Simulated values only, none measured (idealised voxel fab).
Name of the process module below: voxel tone inversion
It is cross-section cut that appears here, measuring 215 nm in width, its square cells being 5 nm in size.
Notation: cross-section as square-cell grid; stated in bands, top first, going down; one or more cell rows per band. This entry defines a band. It first specifies the height of the band's top and the height of its bottom in nm, and then specifies the band's materials from left to right, stating each material with its width in nm. The word "throughout" identifies a single material that fills the band from edge to edge, while the word "blank" identifies empty space. Heights are reckoned from 0. Under this level, the received wafer is all of one material. The bottommost band is open-ended downward, for example "z 0 and below". When a width is written as two numbers, as in "30 to 40", the first number is the width in the top row of cells of the band and the second is the width in its bottom row, and the width changes by the same amount from each row to the next. Where a step carries "left unchanged", the cross-section came out of it unchanged, cell for cell. Enclosed voids (no open way to top), threshold 8 cells or more, entry "Tabulated closed voids", notation width x height at distance, distance from left edge, nm. Post-settings text on a step line: simulator's own remark regarding the step. "overlay nm", when on a step's line for a step with a mask, measures how far to the right of its planned place the mask lay; a negative measure means to the left.

**Planned process steps**
- 1: RECEIVE [material Si]
- 2: CONFORMAL_DEP [material SiN] [thk nm 10]
- 3: DIRECTIONAL_DEP [material polySi] [thk nm 25]
- 4: PATTERN [tone cover] [mask id POSTS] [material resist] [width nm 20] [pitch nm 50] [thk nm 35] [overlay nm 0]
- 5: DIRECTIONAL_ETCH [etch materials polySi] [depth nm 25]
- 6: STRIP [etch materials resist]
- 7: FILL_DEP [material lowk] [thk nm 5]
- 8: CMP [height nm 35]
- 9: STRIP [etch materials polySi]
- 10: CONFORMAL_DEP [material TiN] [thk nm 5]
- 11: FILL_DEP [material Ru] [thk nm 10]
- 12: CMP [height nm 35]
- 13: CONFORMAL_DEP [material SiCN] [thk nm 5]
Split variable: thk nm, step 13. Plan value = first wafer. Wafers start alike.

**The as-received cross-section of the first of several wafers corresponds to the state after step 1**
- z 0 and below | Si throughout
- Tabulated closed voids: none

**First of several wafers, sectioned at end of module (last step: step 13)**
- z 40 to 35 | SiCN throughout
- z 35 to 15 | 45 lowk, 5 TiN, 10 Ru, 5 TiN, 30 lowk, 5 TiN, 10 Ru, 5 TiN, 30 lowk, 5 TiN, 10 Ru, 5 TiN, 50 lowk
- z 15 to 10 | 45 lowk, 20 TiN, 30 lowk, 20 TiN, 30 lowk, 20 TiN, 50 lowk
- z 10 to 0 | SiN throughout
- z 0 and below | Si throughout
- Tabulated closed voids: none

**Cross-sectional view of the final wafer of several at the module's end**
- z 55 to 35 | SiCN throughout
- z 35 to 15 | 45 lowk, 5 TiN, 10 Ru, 5 TiN, 30 lowk, 5 TiN, 10 Ru, 5 TiN, 30 lowk, 5 TiN, 10 Ru, 5 TiN, 50 lowk
- z 15 to 10 | 45 lowk, 20 TiN, 30 lowk, 20 TiN, 30 lowk, 20 TiN, 50 lowk
- z 10 to 0 | SiN throughout
- z 0 and below | Si throughout
- Tabulated closed voids: none

**Per wafer, end of module: cells gained (+) or lost (-) per material since receipt, then closed voids**
thk nm 5 | +24 Ru | +43 SiCN | +86 SiN | +36 TiN | +155 lowk | Tabulated closed voids: none
thk nm 10 | +24 Ru | +86 SiCN | +86 SiN | +36 TiN | +155 lowk | Tabulated closed voids: none
thk nm 15 | +24 Ru | +129 SiCN | +86 SiN | +36 TiN | +155 lowk | Tabulated closed voids: none
thk nm 20 | +24 Ru | +172 SiCN | +86 SiN | +36 TiN | +155 lowk | Tabulated closed voids: none
